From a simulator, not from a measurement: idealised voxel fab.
The process module that follows is named voxel transistor to metal.
Square cells of 5 nm make up the cross-section cut, whose width is 190 nm.
Each cross-section below is a grid of square cells, stated as bands in top-down order, with one or more rows of cells making up each band. Per band: top height and bottom height in nm, followed by the left-to-right materials and their widths in nm; "throughout" marks a single material spanning edge to edge, "empty" marks empty space. Measure heights from 0. That's the level where, below it, the as-received wafer is all one material. The lowest band is bottomless and extends downward; write it as in "top 0, no bottom". It should be noted that a width expressed as "30->40" varies in equal increments from row to row of cells within the band, taking the value of the first number at the top row and that of the second number at the bottom row. The designation "no alterations made", where it is given for a processing step, indicates that no cell of the cross-section was altered in the course of that step. "Enclosed internal voids" - sealed voids, min. 8 cells, no opening to top; format: width x height at distance (distance from left edge; nm throughout). On each step's line, the part that comes after the settings is the simulator's own comment on the step. overlay nm: step with mask; distance mask lay right of planned place; negative value = left of planned place.
[The process steps that were planned are listed below]
1) op RECEIVE | material Si
2) op CONFORMAL_DEP | material SiO2 | thk nm 5
3) op CONFORMAL_DEP | material SiN | thk nm 15
4) op MASKED_ETCH | tone cover | mask id ACTIVE | width nm 115 | etch materials SiN | depth nm 15 | overlay nm 0
5) op MASKED_ETCH | tone cover | mask id ACTIVE | width nm 115 | etch materials SiO2 | depth nm 5 | overlay nm 0
6) op MASKED_ETCH | tone cover | mask id ACTIVE | width nm 115 | etch materials Si | depth nm 30 | overlay nm 0
7) op OXIDIZE | depth nm 5
8) op FILL_DEP | material SiO2 | thk nm 10
9) op CMP | height nm 20
10) op SELECTIVE_ETCH | etch materials SiO2 | depth nm 15
11) op STRIP | etch materials SiN
12) op SELECTIVE_ETCH | etch materials SiO2 | depth nm 5
13) op OXIDIZE | depth nm 5
14) op DIRECTIONAL_DEP | material polySi | thk nm 25
15) op DIRECTIONAL_DEP | material SiCN | thk nm 10
16) op PATTERN | tone cover | mask id GATE | material resist | width nm 25 | thk nm 20 | overlay nm 0
17) op DIRECTIONAL_ETCH | etch materials SiCN | depth nm 20
18) op DIRECTIONAL_ETCH | etch materials polySi | depth nm 35
19) op STRIP | etch materials resist
20) op CONFORMAL_DEP | material SiO2 | thk nm 5
21) op DIRECTIONAL_ETCH | etch materials SiO2 | depth nm 5
22) op CONFORMAL_DEP | material SiN | thk nm 5
23) op DIRECTIONAL_ETCH | etch materials SiN | depth nm 5
24) op DIRECTIONAL_ETCH | etch materials SiO2 | depth nm 5
25) op EPI | material pSi | thk nm 5
26) op FILL_DEP | material SiO2 | thk nm 10
27) op CMP | height nm 35
28) op DIRECTIONAL_DEP | material SiO2 | thk nm 10
29) op MASKED_ETCH | tone open | mask id CONTACT | width nm 15 | pitch nm 80 | etch materials SiO2 | depth nm 45 | overlay nm 0
30) op CONFORMAL_DEP | material TiN | thk nm 5
31) op FILL_DEP | material Ru | thk nm 5
32) op CMP | height nm 45
33) op DIRECTIONAL_DEP | material TiN | thk nm 5
34) op DIRECTIONAL_DEP | material W | thk nm 25
35) op MASKED_ETCH | tone cover | mask id METAL_1 | width nm 15 | pitch nm 80 | etch materials W | depth nm 25 | overlay nm 0
36) op MASKED_ETCH | tone cover | mask id METAL_1 | width nm 15 | pitch nm 80 | etch materials TiN | depth nm 5 | overlay nm 0
37) op CONFORMAL_DEP | material SiCN | thk nm 5
38) op FILL_DEP | material SiO2 | thk nm 5
39) op CMP | height nm 75
40) op CONFORMAL_DEP | material SiN | thk nm 5
[Received-state cross-section, reflecting completion of step 1]
	top 0, no bottom  Si throughout
	Enclosed internal voids: none
[Module complete, cross-section. Starting point and plan per above. One mistake made in running the module]
	top 80, bottom 75  SiN throughout
	top 75, bottom 50  35 nm SiO2 | 5 nm SiCN | 25 nm W | 5 nm SiCN | 45 nm SiO2 | 5 nm SiCN | 25 nm W | 5 nm SiCN | 40 nm SiO2
	top 50, bottom 45  40 nm SiCN | 25 nm TiN | 55 nm SiCN | 25 nm TiN | 45 nm SiCN
	top 45, bottom 35  45 nm SiO2 | 5 nm TiN | 5 nm Ru | 5 nm TiN | 65 nm SiO2 | 5 nm TiN | 5 nm Ru | 5 nm TiN | 50 nm SiO2
	top 35, bottom 25  45 nm SiO2 | 5 nm TiN | 5 nm Ru | 5 nm TiN | 10 nm SiO2 | 5 nm SiN | 5 nm SiO2 | 25 nm SiCN | 5 nm SiO2 | 5 nm SiN | 10 nm SiO2 | 5 nm TiN | 5 nm Ru | 5 nm TiN | 50 nm SiO2
	top 25, bottom 5  45 nm SiO2 | 5 nm TiN | 5 nm Ru | 5 nm TiN | 10 nm SiO2 | 5 nm SiN | 5 nm SiO2 | 25 nm polySi | 5 nm SiO2 | 5 nm SiN | 10 nm SiO2 | 5 nm TiN | 5 nm Ru | 5 nm TiN | 50 nm SiO2
	top 5, bottom 0  45 nm SiO2 | 15 nm TiN | 10 nm SiO2 | 5 nm SiN | 5 nm SiO2 | 25 nm polySi | 5 nm SiO2 | 5 nm SiN | 10 nm SiO2 | 15 nm TiN | 50 nm SiO2
	top 0, bottom -5  35 nm SiO2 | 35 nm pSi | 45 nm SiO2 | 35 nm pSi | 40 nm SiO2
	top -5, bottom -35  40 nm SiO2 | 105 nm Si | 45 nm SiO2
	top -35, no bottom  Si throughout
	Enclosed internal voids: none
Against the plan, the run slipped here: step 35 went in with a setting other than planned; the actual run was op MASKED_ETCH | tone cover | mask id METAL_1 | width nm 25 | pitch nm 80 | etch materials W | depth nm 25 | overlay nm 0
